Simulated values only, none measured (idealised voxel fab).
The process module that follows is named voxel wiring stack.
cross-section cut | 255 nm wide | cells 5 nm
In this document a cross-section is written as a grid of square cells. It is given as a series of bands, listed from the top down, and a band is one or more rows of cells. The band entry comprises the height of the band's top followed by the height of its bottom, expressed in nm, and subsequently the band's materials from left to right, each stated together with its width in nm. Where a single material is marked with the word "throughout", that material fills the band from edge to edge. The word "blank" represents empty space. The reference from which all heights are counted is 0, the level beneath which the as-received wafer is entirely one material; the lowest band, having no lower bound, proceeds downward and is written after the example "from 0 down". It should be noted that a width expressed as "30..40" varies in equal increments from row to row of cells within the band, taking the value of the first number at the top row and that of the second number at the bottom row. Given "no alteration" for a step, no cell of the cross-section differs between before and after that step. Voids not open to the top, 8 cells minimum: see "Closed void register". Written width x height at distance; distance is from the left edge; nm. Formally, on a step line, whatever follows the settings is a remark that the simulator itself makes on the step. If you see "overlay nm" on a step's line and that step has a mask, it's telling you how far right of where it was planned the mask ended up; a negative number means it went left instead.

# List of planned process steps
1,op RECEIVE | material Si
2,op CONFORMAL_DEP | material SiO2 | thk nm 15
3,op DIRECTIONAL_DEP | material TiN | thk nm 5
4,op DIRECTIONAL_DEP | material W | thk nm 15
5,op DIRECTIONAL_DEP | material aC | thk nm 10
6,op PATTERN | tone cover | mask id METAL_1 | material resist | width nm 30 | pitch nm 50 | thk nm 25 | overlay nm 0
7,op DIRECTIONAL_ETCH | etch materials aC | depth nm 10
8,op STRIP | etch materials resist
9,op DIRECTIONAL_ETCH | etch materials W | depth nm 15
10,op DIRECTIONAL_ETCH | etch materials TiN | depth nm 5
11,op STRIP | etch materials aC
12,op FILL_DEP | material SiO2 | thk nm 10
13,op CMP | height nm 35
14,op CONFORMAL_DEP | material SiCN | thk nm 5
15,op DIRECTIONAL_DEP | material lowk | thk nm 10
16,op PATTERN | tone open | mask id PLUG_1 | material resist | width nm 15 | pitch nm 50 | thk nm 20 | overlay nm 0
17,op DIRECTIONAL_ETCH | etch materials lowk | depth nm 10
18,op DIRECTIONAL_ETCH | etch materials SiCN | depth nm 5
19,op STRIP | etch materials resist
20,op CONFORMAL_DEP | material TiN | thk nm 5
21,op FILL_DEP | material Ru | thk nm 5
22,op CMP | height nm 50
23,op DIRECTIONAL_DEP | material TiN | thk nm 5
24,op DIRECTIONAL_DEP | material Ru | thk nm 15
25,op DIRECTIONAL_DEP | material aC | thk nm 10
26,op PATTERN | tone cover | mask id METAL_2 | material resist | width nm 30 | pitch nm 50 | thk nm 25 | overlay nm 0
27,op DIRECTIONAL_ETCH | etch materials aC | depth nm 10
28,op STRIP | etch materials resist
29,op DIRECTIONAL_ETCH | etch materials Ru | depth nm 15
30,op DIRECTIONAL_ETCH | etch materials TiN | depth nm 5
31,op STRIP | etch materials aC
32,op CONFORMAL_DEP | material SiCN | thk nm 5
33,op FILL_DEP | material lowk | thk nm 10
34,op CMP | height nm 70
35,op CONFORMAL_DEP | material SiCN | thk nm 5

# Cross-section of the incoming wafer, state after step 1
	from 0 down: Si throughout
	Closed void register: none

# Module complete, cross-section. Starting point and plan per above. One mistake made in running the module
	from 75 to 70: SiCN throughout
	from 70 to 55: lowk=30 | SiCN=5 | Ru=30 | SiCN=5 | lowk=10 | SiCN=5 | Ru=30 | SiCN=5 | lowk=10 | SiCN=5 | Ru=30 | SiCN=5 | lowk=10 | SiCN=5 | Ru=30 | SiCN=5 | lowk=35
	from 55 to 50: SiCN=35 | TiN=30 | SiCN=20 | TiN=30 | SiCN=20 | TiN=30 | SiCN=20 | TiN=30 | SiCN=40
	from 50 to 40: lowk=35 | TiN=5 | Ru=5 | TiN=5 | lowk=35 | TiN=5 | Ru=5 | TiN=5 | lowk=35 | TiN=5 | Ru=5 | TiN=5 | lowk=35 | TiN=5 | Ru=5 | TiN=5 | lowk=55
	from 40 to 35: SiCN=35 | TiN=15 | SiCN=35 | TiN=15 | SiCN=35 | TiN=15 | SiCN=35 | TiN=15 | SiCN=55
	from 35 to 20: SiO2=35 | W=30 | SiO2=20 | W=30 | SiO2=20 | W=30 | SiO2=20 | W=30 | SiO2=40
	from 20 to 5: SiO2 throughout
	from 5 to 0: TiN throughout
	from 0 down: Si throughout
	Closed void register: none
Run error: a sequencing error occurred in which plan steps 2 and 3 were transposed
